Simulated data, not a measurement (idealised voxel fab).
You're looking at the process module voxel tone inversion.
It is cross-section cut that appears here, measuring 220 nm in width, its square cells being 5 nm in size.
A cross-section in this document is a grid of square cells, and it is written down as bands, the top band listed before the ones below it; a band is made up of one or more rows of cells.
This entry defines a band. It first specifies the height of the band's top and the height of its bottom in nm, and then specifies the band's materials from left to right, stating each material with its width in nm. The word "full width" identifies a single material that fills the band from edge to edge, while the word "blank" identifies empty space.
Basically, 0 is our baseline, since under it the wafer straight out of the box is all one material. The bottom band has no lower end and keeps on going down, so it looks like "top 0, no bottom".
Note: "30->40" means the width goes from the first number (top row of the band) to the second number (bottom row) in equal steps per row of cells.
Step marked "no modifications"? Then no cell in the cross-section changed in it.
"Enclosed internal cavities" - sealed voids, min. 8 cells, no opening to top; format: width x height at distance (distance from left edge; nm throughout).
Past the settings on a step's line: simulator remark, on that step.
overlay nm: right-of-plan distance of the mask on a masked step; negative values mean left-of-plan.

-- Process steps (planned)
1: RECEIVE [material Si]
2: CONFORMAL_DEP [material SiN] [thk nm 5]
3: DIRECTIONAL_DEP [material polySi] [thk nm 15]
4: PATTERN [tone cover] [mask id POSTS] [material resist] [width nm 20] [pitch nm 40] [thk nm 25] [overlay nm 0]
5: DIRECTIONAL_ETCH [etch materials polySi] [depth nm 15]
6: STRIP [etch materials resist]
7: FILL_DEP [material lowk] [thk nm 10]
8: CMP [height nm 20]
9: STRIP [etch materials polySi]

-- Incoming wafer in cross-section (state: after step 1)
* top 0, no bottom = Si full width
* Enclosed internal cavities: none

-- Cross-section taken at module completion on the first of two wafers; processed per the plan
* top 20, bottom 5 = lowk=60 | blank=20 | lowk=20 | blank=20 | lowk=20 | blank=20 | lowk=60
* top 5, bottom 0 = SiN full width
* top 0, no bottom = Si full width
* Enclosed internal cavities: none

-- Cross-section at end of module for the second wafer of two, which matched the first in starting point and plan and differed by one mistake in its processing
* top 20, bottom 15 = lowk full width
* top 15, bottom 0 = lowk=60 | polySi=20 | lowk=20 | polySi=20 | lowk=20 | polySi=20 | lowk=60
* top 0, no bottom = Si full width
* Enclosed internal cavities: none
Short version of what went wrong: step 2 from the plan never happened, it was just skipped
Cell-count delta at end, second wafer over first, by material: SiN: 44 fewer; lowk: 44 more; polySi: 36 more
